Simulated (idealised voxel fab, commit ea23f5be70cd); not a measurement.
A process module follows: voxel wiring stack.
Cross-section cut: width 245 nm, square cells of 5 nm.
The cross-sections in this document take the form of a grid made of square cells. They are written out as bands, in order from top to bottom. Each band consists of one or more rows of cells.
The entry gives the band's vertical extent as a top height and a bottom height in nm, then its horizontal make-up as materials from left to right, each with a width in nm. "air" stands for empty space; a single material marked "edge to edge" fills the band edge to edge.
Heights are reckoned from 0. Under this level, the received wafer is all of one material. The bottommost band is open-ended downward, for example "from 0 down".
Read "30 to 40" as a graded width: first number on top, second number at the bottom, same change between each pair of neighbouring rows.
Where the words "nothing got changed" appear for a step, the cross-section shows no cell changed by that step; every cell remained as before.
Look at "Fully sealed voids" for the closed voids: empty spaces with no open path to the top, sized 8 cells or up. Each is width x height at distance, distance from the left edge, all nm.
Where a step's line continues beyond its settings, the continuation is a remark by the simulator itself on that step.
Steps that use a mask can have "overlay nm" on their line. It says how far the mask sat to the right of where it was meant to be. Negative means to the left.

## Steps planned for the process
| 1 | RECEIVE with material Si |
| 2 | CONFORMAL_DEP with material SiO2, thk nm 15 |
| 3 | DIRECTIONAL_DEP with material TiN, thk nm 5 |
| 4 | DIRECTIONAL_DEP with material Ru, thk nm 15 |
| 5 | DIRECTIONAL_DEP with material aC, thk nm 15 |
| 6 | PATTERN with tone cover, mask id METAL_1, material resist, width nm 30, pitch nm 50, thk nm 30, overlay nm 0 |
| 7 | DIRECTIONAL_ETCH with etch materials aC, depth nm 15 |
| 8 | STRIP with etch materials resist |
| 9 | DIRECTIONAL_ETCH with etch materials Ru, depth nm 15 |
| 10 | DIRECTIONAL_ETCH with etch materials TiN, depth nm 5 |
| 11 | STRIP with etch materials aC |
| 12 | FILL_DEP with material SiO2, thk nm 5 |
| 13 | CMP with height nm 35 |
| 14 | CONFORMAL_DEP with material SiCN, thk nm 5 |
| 15 | DIRECTIONAL_DEP with material lowk, thk nm 30 |
| 16 | PATTERN with tone open, mask id METAL_2, material resist, width nm 30, pitch nm 50, thk nm 15, overlay nm 0 |
| 17 | DIRECTIONAL_ETCH with etch materials lowk, depth nm 15 |
| 18 | STRIP with etch materials resist |
| 19 | PATTERN with tone open, mask id METAL_2_HOLES, material resist, width nm 15, pitch nm 50, thk nm 15, overlay nm 0 |
| 20 | DIRECTIONAL_ETCH with etch materials lowk, depth nm 15 |
| 21 | DIRECTIONAL_ETCH with etch materials SiCN, depth nm 5 |
| 22 | STRIP with etch materials resist |
| 23 | CONFORMAL_DEP with material TiN, thk nm 5 |
| 24 | FILL_DEP with material Cu, thk nm 10 |
| 25 | CMP with height nm 70 |
| 26 | CONFORMAL_DEP with material SiCN, thk nm 5 |
| 27 | DIRECTIONAL_DEP with material lowk, thk nm 30 |
| 28 | PATTERN with tone open, mask id METAL_3, material resist, width nm 30, pitch nm 50, thk nm 20, overlay nm 0 |
| 29 | DIRECTIONAL_ETCH with etch materials lowk, depth nm 15 |
| 30 | STRIP with etch materials resist |
| 31 | PATTERN with tone open, mask id METAL_3_HOLES, material resist, width nm 15, thk nm 15, overlay nm 0 |
| 32 | DIRECTIONAL_ETCH with etch materials lowk, depth nm 15 |
| 33 | DIRECTIONAL_ETCH with etch materials SiCN, depth nm 5 |
| 34 | STRIP with etch materials resist |
| 35 | CONFORMAL_DEP with material TiN, thk nm 5 |
| 36 | FILL_DEP with material Cu, thk nm 10 |
| 37 | CMP with height nm 105 |
| 38 | CONFORMAL_DEP with material SiN, thk nm 5 |

## Cross-section, incoming material, after step 1
from 0 down | Si edge to edge
Fully sealed voids: none

## Below is the wafer in cross-section after the module was completed. It began from the starting point shown above and followed the plan shown above, except that one mistake was made while running it
from 110 to 105 | SiN edge to edge
from 105 to 95 | lowk (80) / TiN (5) / Cu (20) / TiN (5) / lowk (20) / TiN (5) / Cu (20) / TiN (5) / lowk (85)
from 95 to 90 | lowk (80) / TiN (5) / Cu (5) / TiN (20) / lowk (20) / TiN (30) / lowk (85)
from 90 to 75 | lowk (80) / TiN (5) / Cu (5) / TiN (5) / lowk (150)
from 75 to 70 | SiCN (80) / TiN (15) / SiCN (150)
from 70 to 40 | lowk edge to edge
from 40 to 35 | SiCN edge to edge
from 35 to 20 | SiO2 (80) / Ru (30) / SiO2 (20) / Ru (30) / SiO2 (85)
from 20 to 15 | SiO2 (80) / TiN (30) / SiO2 (20) / TiN (30) / SiO2 (85)
from 15 to 0 | SiO2 edge to edge
from 0 down | Si edge to edge
Fully sealed voids: none
Misprocessing identified: the plan had its step 15 run twice
